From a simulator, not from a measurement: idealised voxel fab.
Presented below is a process module, voxel capacitor over wiring.
Shown is cross-section cut, with a width of 140 nm and square cells of size 5 nm.
In what follows, cross-sections appear as grids of square cells, described through bands that run from the top down, where every band is one or more rows of cells.
Each band's line starts with the height of the band's top and of its bottom, in nm. Then come its materials from left to right, each with its width in nm. One material with "full width" fills the band from edge to edge. "blank" is empty space.
The level at which height equals 0 is the one under which the wafer, as it arrives, is entirely one material. No lower edge exists for the bottom band, which continues downward and is notated as in "z 0 and below".
The notation "30 to 40" denotes a width that varies across the rows of cells in the band, beginning at the first number in the top row, finishing at the second number in the bottom row, and changing by an identical amount from each row to the next.
No cell of the cross-section changed in a step that is given as "everything unchanged".
Enclosed voids (no open way to top), threshold 8 cells or more, entry "Closed void list", notation width x height at distance, distance from left edge, nm.
Post-settings text on a step line: simulator's own remark regarding the step.
"overlay nm" on a masked step: distance the mask lay right of its planned place, negative for left.

[The process steps that were planned are listed below]
1,RECEIVE: material Si
2,CONFORMAL_DEP: material SiO2, thk nm 10
3,CONFORMAL_DEP: material SiN, thk nm 5
4,DIRECTIONAL_DEP: material lowk, thk nm 20
5,MASKED_ETCH: tone open, mask id METAL_1, width nm 20, pitch nm 85, etch materials lowk, depth nm 20, overlay nm 0
6,MASKED_ETCH: tone open, mask id METAL_1, width nm 20, pitch nm 85, etch materials SiN, depth nm 5, overlay nm 0
7,CONFORMAL_DEP: material TiN, thk nm 5
8,FILL_DEP: material Ru, thk nm 10
9,CMP: height nm 35
10,CONFORMAL_DEP: material SiCN, thk nm 5
11,DIRECTIONAL_DEP: material SiO2, thk nm 10
12,MASKED_ETCH: tone open, mask id PLUG_1, width nm 15, etch materials SiO2, depth nm 10, overlay nm 0
13,MASKED_ETCH: tone open, mask id PLUG_1, width nm 15, etch materials SiCN, depth nm 5, overlay nm 0
14,EPI: material Ru, thk nm 10
15,EPI: material Ru, thk nm 5
16,DIRECTIONAL_DEP: material TiN, thk nm 5
17,DIRECTIONAL_DEP: material SiN, thk nm 5
18,DIRECTIONAL_DEP: material TiN, thk nm 10
19,DIRECTIONAL_DEP: material aC, thk nm 10
20,PATTERN: tone cover, mask id UPPER_PLATE, material resist, width nm 70, thk nm 30, overlay nm 0
21,DIRECTIONAL_ETCH: etch materials aC, depth nm 10
22,STRIP: etch materials resist
23,DIRECTIONAL_ETCH: etch materials TiN, depth nm 10
24,DIRECTIONAL_ETCH: etch materials SiN, depth nm 5
25,STRIP: etch materials aC
26,DIRECTIONAL_DEP: material aC, thk nm 15
27,PATTERN: tone cover, mask id LOWER_PLATE, material resist, width nm 80, thk nm 35, overlay nm 0
28,DIRECTIONAL_ETCH: etch materials aC, depth nm 15
29,STRIP: etch materials resist
30,DIRECTIONAL_ETCH: etch materials TiN, depth nm 5
31,STRIP: etch materials aC
32,FILL_DEP: material SiO2, thk nm 15
33,CMP: height nm 80
34,PATTERN: tone open, mask id PLUG_2, material resist, width nm 15, thk nm 15, overlay nm 0
35,DIRECTIONAL_ETCH: etch materials SiO2, depth nm 10
36,STRIP: etch materials resist
37,CONFORMAL_DEP: material TiN, thk nm 5
38,FILL_DEP: material Cu, thk nm 10
39,CMP: height nm 80
40,CONFORMAL_DEP: material SiN, thk nm 5

[Incoming wafer in cross-section (state: after step 1)]
* z 0 and below = Si full width
* Closed void list: none

[Cross-section taken at module completion on the first of two wafers; processed per the plan]
* z 85 to 80 = SiN full width
* z 80 to 75 = 30 of SiO2, then 5 of TiN, then 5 of Cu, then 5 of TiN, then 95 of SiO2
* z 75 to 70 = 30 of SiO2, then 15 of TiN, then 95 of SiO2
* z 70 to 60 = 20 of SiO2, then 70 of TiN, then 50 of SiO2
* z 60 to 55 = 20 of SiO2, then 70 of SiN, then 50 of SiO2
* z 55 to 50 = 15 of SiO2, then 80 of TiN, then 45 of SiO2
* z 50 to 40 = 20 of SiO2, then 15 of Ru, then 105 of SiO2
* z 40 to 35 = 20 of SiCN, then 15 of Ru, then 105 of SiCN
* z 35 to 15 = 15 of lowk, then 5 of TiN, then 10 of Ru, then 5 of TiN, then 65 of lowk, then 5 of TiN, then 10 of Ru, then 5 of TiN, then 20 of lowk
* z 15 to 10 = 15 of SiN, then 20 of TiN, then 65 of SiN, then 20 of TiN, then 20 of SiN
* z 10 to 0 = SiO2 full width
* z 0 and below = Si full width
* Closed void list: none

[Cross-sectional view: second of two wafers, end of module; start and plan identical to the first, one mistake in running]
* z 85 to 80 = SiN full width
* z 80 to 75 = 30 of SiO2, then 5 of TiN, then 5 of Cu, then 5 of TiN, then 95 of SiO2
* z 75 to 70 = 30 of SiO2, then 15 of TiN, then 95 of SiO2
* z 70 to 60 = 20 of SiO2, then 70 of TiN, then 50 of SiO2
* z 60 to 55 = 20 of SiO2, then 70 of SiN, then 50 of SiO2
* z 55 to 50 = 15 of SiO2, then 80 of TiN, then 45 of SiO2
* z 50 to 40 = 20 of SiO2, then 15 of Ru, then 105 of SiO2
* z 40 to 35 = 20 of SiCN, then 15 of Ru, then 105 of SiCN
* z 35 to 20 = 15 of lowk, then 5 of TiN, then 10 of Ru, then 5 of TiN, then 65 of lowk, then 5 of TiN, then 10 of Ru, then 5 of TiN, then 20 of lowk
* z 20 to 15 = 15 of lowk, then 20 of TiN, then 65 of lowk, then 20 of TiN, then 20 of lowk
* z 15 to 5 = SiO2 full width
* z 5 to 0 = SiN full width
* z 0 and below = Si full width
* Closed void list: none
Against the plan, the run slipped here: steps 2 and 3: order swapped relative to plan
Cell-count delta at end, second wafer over first, by material: 4 fewer of Ru; 8 more of SiN; 4 fewer of TiN
